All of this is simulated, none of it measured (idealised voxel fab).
You're looking at the process module voxel trench capacitor.
In the cross-section labelled cut, the width is 195 nm and each square cell is 5 nm.
Each cross-section below is a grid of square cells, stated as bands in top-down order, with one or more rows of cells making up each band.
Band entry format. Leading values: height of top, height of bottom, nm. Remainder: materials in left-to-right order, each with its width in nm. Special words: "full width" on a single material, which then fills the band edge to edge; "blank", empty space.
Where do heights start? At 0: under that level the wafer as delivered is made of one material only. And the lowest band has no floor; it just carries on downward, as in "from 0 down".
When a width is written as two numbers, as in "30 to 40", the first number is the width in the top row of cells of the band and the second is the width in its bottom row, and the width changes by the same amount from each row to the next.
Step marked "remained the same"? Then no cell in the cross-section changed in it.
Any empty space of 8 cells or more lacking an open way to the top shows up in "Unvented cavities" as width x height at distance, distance from the left edge, in nm.
The remark found on a step's line after its settings is issued by the simulator itself and pertains to that step.
The setting "overlay nm" may be written on the line of a step. When the step uses a mask, the value reports how far to the right of the planned place the mask lay, and a negative value reports that it lay to the left.

# Below is the list of planned process steps
1,RECEIVE, material Si
2,CONFORMAL_DEP, material SiN, thk nm 5
3,DIRECTIONAL_DEP, material aC, thk nm 15
4,PATTERN, tone open, mask id TRENCH, material resist, width nm 25, pitch nm 55, thk nm 35, overlay nm 0
5,DIRECTIONAL_ETCH, etch materials aC, depth nm 15
6,STRIP, etch materials resist
7,DIRECTIONAL_ETCH, etch materials SiN, depth nm 5
8,DIRECTIONAL_ETCH, etch materials Si, depth nm 35
9,STRIP, etch materials aC
10,CONFORMAL_DEP, material SiO2, thk nm 5
11,FILL_DEP, material polySi, thk nm 10
12,CMP, height nm 5

# Cross-sectional view of the wafer in its as-received condition, corresponding to the state after step 1
    from 0 down  Si full width
    Unvented cavities: none

# End-of-module cross-section. Starting structure and process plan as above; one mistake made in running it
    from 5 to 0  polySi 25 nm, SiO2 5 nm, SiN 25 nm, SiO2 5 nm, polySi 20 nm, SiO2 5 nm, SiN 25 nm, SiO2 5 nm, polySi 20 nm, SiO2 5 nm, SiN 25 nm, SiO2 5 nm, polySi 25 nm
    from 0 to -30  polySi 25 nm, SiO2 5 nm, Si 25 nm, SiO2 5 nm, polySi 20 nm, SiO2 5 nm, Si 25 nm, SiO2 5 nm, polySi 20 nm, SiO2 5 nm, Si 25 nm, SiO2 5 nm, polySi 25 nm
    from -30 to -35  SiO2 30 nm, Si 25 nm, SiO2 30 nm, Si 25 nm, SiO2 30 nm, Si 25 nm, SiO2 30 nm
    from -35 down  Si full width
    Unvented cavities: none
What went wrong in running the wafer? contrary to plan, step 4 was performed as PATTERN, tone cover, mask id TRENCH, material resist, width nm 25, pitch nm 55, thk nm 35, overlay nm 0
